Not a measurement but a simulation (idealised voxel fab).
process module | voxel transistor to metal
cross-section cut | 290 nm wide | cells 5 nm
A cross-section is a grid of square cells, given in bands from the top down. A band is one or more rows of cells.
Each band's line starts with the height of the band's top and of its bottom, in nm. Then come its materials from left to right, each with its width in nm. One material with "throughout" fills the band from edge to edge. "air" is empty space.
Height 0 is the level under which the wafer as received is all one material. The lowest band goes on downwards, as in "0 down".
A width such as "30 to 40" changes by the same amount from each row of cells to the next, from the band's top row to its bottom row.
"no change" after a step means that no cell of the cross-section changed.
closed voids: empty space of 8 cells or more with no open way to the top, each as width x height at its distance from the left edge, in nm
after a step's settings: what the simulator itself notes on the step
overlay nm, on a step with a mask: how far to the right of its planned place the mask lay; to the left if negative
plan
1 op RECEIVE | material Si
2 op CONFORMAL_DEP | material SiO2 | thk nm 5
3 op CONFORMAL_DEP | material SiN | thk nm 15
4 op DIRECTIONAL_DEP | material aC | thk nm 10
5 op PATTERN | tone cover | mask id ACTIVE | material resist | width nm 105 | pitch nm 135 | thk nm 30 | overlay nm 0
6 op DIRECTIONAL_ETCH | etch materials aC | depth nm 10
7 op STRIP | etch materials resist
8 op DIRECTIONAL_ETCH | etch materials SiN | depth nm 15
9 op DIRECTIONAL_ETCH | etch materials SiO2 | depth nm 5
10 op DIRECTIONAL_ETCH | etch materials Si | depth nm 35
11 op STRIP | etch materials aC
12 op OXIDIZE | depth nm 5
13 op FILL_DEP | material SiO2 | thk nm 15
14 op CMP | height nm 20
15 op SELECTIVE_ETCH | etch materials SiO2 | depth nm 10
16 op STRIP | etch materials SiN
17 op SELECTIVE_ETCH | etch materials SiO2 | depth nm 5
18 op OXIDIZE | depth nm 5
19 op DIRECTIONAL_DEP | material polySi | thk nm 25
20 op DIRECTIONAL_DEP | material SiCN | thk nm 10
21 op MASKED_ETCH | tone cover | mask id GATE | width nm 25 | pitch nm 135 | etch materials SiCN | depth nm 20 | overlay nm 0
22 op MASKED_ETCH | tone cover | mask id GATE | width nm 25 | pitch nm 135 | etch materials polySi | depth nm 35 | overlay nm 0
23 op CONFORMAL_DEP | material SiO2 | thk nm 5
24 op DIRECTIONAL_ETCH | etch materials SiO2 | depth nm 5
25 op CONFORMAL_DEP | material SiN | thk nm 10
26 op DIRECTIONAL_ETCH | etch materials SiN | depth nm 10
27 op DIRECTIONAL_ETCH | etch materials SiO2 | depth nm 5
28 op DIRECTIONAL_ETCH | etch materials Si | depth nm 10
29 op EPI | material pSi | thk nm 15
30 op FILL_DEP | material SiO2 | thk nm 10
31 op CMP | height nm 25
32 op STRIP | etch materials polySi
33 op SELECTIVE_ETCH | etch materials SiO2 | depth nm 5
34 op CONFORMAL_DEP | material HfO2 | thk nm 5
35 op CONFORMAL_DEP | material TiN | thk nm 5
36 op FILL_DEP | material W | thk nm 10
37 op CMP | height nm 20
38 op DIRECTIONAL_DEP | material SiO2 | thk nm 10
39 op DIRECTIONAL_DEP | material aC | thk nm 15
40 op PATTERN | tone open | mask id CONTACT | material resist | width nm 20 | thk nm 35 | overlay nm 0
41 op DIRECTIONAL_ETCH | etch materials aC | depth nm 15
42 op STRIP | etch materials resist
43 op DIRECTIONAL_ETCH | etch materials SiO2 | depth nm 20
44 op STRIP | etch materials aC
45 op CONFORMAL_DEP | material TiN | thk nm 5
46 op FILL_DEP | material Ru | thk nm 5
47 op CMP | height nm 30
48 op DIRECTIONAL_DEP | material TiN | thk nm 5
49 op DIRECTIONAL_DEP | material W | thk nm 20
50 op DIRECTIONAL_DEP | material aC | thk nm 10
51 op PATTERN | tone cover | mask id METAL_1 | material resist | width nm 20 | thk nm 25 | overlay nm 0
52 op DIRECTIONAL_ETCH | etch materials aC | depth nm 10
53 op STRIP | etch materials resist
54 op DIRECTIONAL_ETCH | etch materials W | depth nm 20
55 op DIRECTIONAL_ETCH | etch materials TiN | depth nm 5
56 op STRIP | etch materials aC
57 op FILL_DEP | material lowk | thk nm 10
58 op CMP | height nm 55
59 op CONFORMAL_DEP | material SiCN | thk nm 5
60 op DIRECTIONAL_DEP | material SiO2 | thk nm 35
61 op MASKED_ETCH | tone open | mask id METAL_2_HOLES | width nm 15 | pitch nm 135 | etch materials SiO2 | depth nm 35 | overlay nm 0
62 op DIRECTIONAL_DEP | material aC | thk nm 10
63 op PATTERN | tone open | mask id METAL_2 | material resist | width nm 20 | pitch nm 135 | thk nm 25 | overlay nm 0
64 op DIRECTIONAL_ETCH | etch materials aC | depth nm 10
65 op STRIP | etch materials resist
66 op DIRECTIONAL_ETCH | etch materials SiO2 | depth nm 20
67 op DIRECTIONAL_ETCH | etch materials SiCN | depth nm 5
68 op STRIP | etch materials aC
69 op CONFORMAL_DEP | material TiN | thk nm 5
70 op FILL_DEP | material Cu | thk nm 10
71 op CMP | height nm 95
72 op CONFORMAL_DEP | material SiN | thk nm 5
as received, after step 1
  0 down: Si throughout
  closed voids: none
first wafer at the end, as planned
  100 to 95: SiN throughout
  95 to 80: SiO2 30 | TiN 5 | Cu 10 | TiN 5 | SiO2 115 | TiN 5 | Cu 10 | TiN 5 | SiO2 105
  80 to 75: SiO2 30 | TiN 5 | Cu 5 | TiN 10 | SiO2 115 | TiN 5 | Cu 5 | TiN 10 | SiO2 105
  75 to 60: SiO2 30 | TiN 5 | Cu 5 | TiN 5 | SiO2 120 | TiN 5 | Cu 5 | TiN 5 | SiO2 110
  60 to 55: SiCN 30 | TiN 15 | SiCN 120 | TiN 15 | SiCN 110
  55 to 35: lowk 30 | W 20 | lowk 55 | W 20 | lowk 40 | W 20 | lowk 55 | W 20 | lowk 30
  35 to 30: lowk 30 | TiN 20 | lowk 55 | TiN 20 | lowk 40 | TiN 20 | lowk 55 | TiN 20 | lowk 30
  30 to 20: SiO2 30 | TiN 5 | Ru 10 | TiN 5 | SiO2 55 | TiN 5 | Ru 10 | TiN 5 | SiO2 40 | TiN 5 | Ru 10 | TiN 5 | SiO2 55 | TiN 5 | Ru 10 | TiN 5 | SiO2 30
  20 to 15: SiO2 30 | TiN 5 | Ru 10 | TiN 5 | SiN 10 | HfO2 5 | TiN 5 | W 15 | TiN 5 | HfO2 5 | SiN 10 | TiN 5 | Ru 10 | TiN 5 | SiO2 40 | TiN 5 | Ru 10 | TiN 5 | SiN 10 | HfO2 5 | TiN 5 | W 15 | TiN 5 | HfO2 5 | SiN 10 | TiN 5 | Ru 10 | TiN 5 | SiO2 30
  15 to 10: SiO2 30 | TiN 20 | SiN 10 | HfO2 5 | TiN 5 | W 15 | TiN 5 | HfO2 5 | SiN 10 | TiN 20 | SiO2 40 | TiN 20 | SiN 10 | HfO2 5 | TiN 5 | W 15 | TiN 5 | HfO2 5 | SiN 10 | TiN 20 | SiO2 30
  10 to 5: SiO2 30 | pSi 20 | SiN 10 | HfO2 5 | TiN 5 | W 15 | TiN 5 | HfO2 5 | SiN 10 | pSi 20 | SiO2 40 | pSi 20 | SiN 10 | HfO2 5 | TiN 5 | W 15 | TiN 5 | HfO2 5 | SiN 10 | pSi 20 | SiO2 30
  5 to 0: SiO2 25 | SiN 10 | pSi 15 | SiN 10 | HfO2 5 | TiN 25 | HfO2 5 | SiN 10 | pSi 15 | SiN 10 | SiO2 30 | SiN 10 | pSi 15 | SiN 10 | HfO2 5 | TiN 25 | HfO2 5 | SiN 10 | pSi 15 | SiN 10 | SiO2 25
  0 to -5: SiO2 35 | pSi 15 | SiO2 10 | HfO2 35 | SiO2 10 | pSi 15 | SiO2 50 | pSi 15 | SiO2 10 | HfO2 35 | SiO2 10 | pSi 15 | SiO2 35
  -5 to -15: SiO2 30 | Si 5 | pSi 15 | Si 55 | pSi 15 | Si 5 | SiO2 40 | Si 5 | pSi 15 | Si 55 | pSi 15 | Si 5 | SiO2 30
  -15 to -40: SiO2 30 | Si 95 | SiO2 40 | Si 95 | SiO2 30
  -40 down: Si throughout
  closed voids: none
second wafer at the end: like start, like plan, one mistake
  100 to 95: SiN throughout
  95 to 80: SiO2 30 | TiN 5 | Cu 10 | TiN 5 | SiO2 115 | TiN 5 | Cu 10 | TiN 5 | SiO2 105
  80 to 75: SiO2 30 | TiN 5 | Cu 5 | TiN 10 | SiO2 115 | TiN 5 | Cu 5 | TiN 10 | SiO2 105
  75 to 60: SiO2 30 | TiN 5 | Cu 5 | TiN 5 | SiO2 120 | TiN 5 | Cu 5 | TiN 5 | SiO2 110
  60 to 55: SiCN 30 | TiN 15 | SiCN 120 | TiN 15 | SiCN 110
  55 to 35: W 30 | lowk 20 | W 55 | lowk 20 | W 40 | lowk 20 | W 55 | lowk 20 | W 30
  35 to 30: TiN 30 | lowk 20 | TiN 55 | lowk 20 | TiN 40 | lowk 20 | TiN 55 | lowk 20 | TiN 30
  30 to 20: SiO2 30 | TiN 5 | Ru 10 | TiN 5 | SiO2 55 | TiN 5 | Ru 10 | TiN 5 | SiO2 40 | TiN 5 | Ru 10 | TiN 5 | SiO2 55 | TiN 5 | Ru 10 | TiN 5 | SiO2 30
  20 to 15: SiO2 30 | TiN 5 | Ru 10 | TiN 5 | SiN 10 | HfO2 5 | TiN 5 | W 15 | TiN 5 | HfO2 5 | SiN 10 | TiN 5 | Ru 10 | TiN 5 | SiO2 40 | TiN 5 | Ru 10 | TiN 5 | SiN 10 | HfO2 5 | TiN 5 | W 15 | TiN 5 | HfO2 5 | SiN 10 | TiN 5 | Ru 10 | TiN 5 | SiO2 30
  15 to 10: SiO2 30 | TiN 20 | SiN 10 | HfO2 5 | TiN 5 | W 15 | TiN 5 | HfO2 5 | SiN 10 | TiN 20 | SiO2 40 | TiN 20 | SiN 10 | HfO2 5 | TiN 5 | W 15 | TiN 5 | HfO2 5 | SiN 10 | TiN 20 | SiO2 30
  10 to 5: SiO2 30 | pSi 20 | SiN 10 | HfO2 5 | TiN 5 | W 15 | TiN 5 | HfO2 5 | SiN 10 | pSi 20 | SiO2 40 | pSi 20 | SiN 10 | HfO2 5 | TiN 5 | W 15 | TiN 5 | HfO2 5 | SiN 10 | pSi 20 | SiO2 30
  5 to 0: SiO2 25 | SiN 10 | pSi 15 | SiN 10 | HfO2 5 | TiN 25 | HfO2 5 | SiN 10 | pSi 15 | SiN 10 | SiO2 30 | SiN 10 | pSi 15 | SiN 10 | HfO2 5 | TiN 25 | HfO2 5 | SiN 10 | pSi 15 | SiN 10 | SiO2 25
  0 to -5: SiO2 35 | pSi 15 | SiO2 10 | HfO2 35 | SiO2 10 | pSi 15 | SiO2 50 | pSi 15 | SiO2 10 | HfO2 35 | SiO2 10 | pSi 15 | SiO2 35
  -5 to -15: SiO2 30 | Si 5 | pSi 15 | Si 55 | pSi 15 | Si 5 | SiO2 40 | Si 5 | pSi 15 | Si 55 | pSi 15 | Si 5 | SiO2 30
  -15 to -40: SiO2 30 | Si 95 | SiO2 40 | Si 95 | SiO2 30
  -40 down: Si throughout
  closed voids: none
what went wrong: step 51 ran as: op PATTERN | tone open | mask id METAL_1 | material resist | width nm 20 | thk nm 25 | overlay nm 0
at the end the second wafer has, in cells: 26 more of TiN | 104 more of W | 130 fewer of lowk
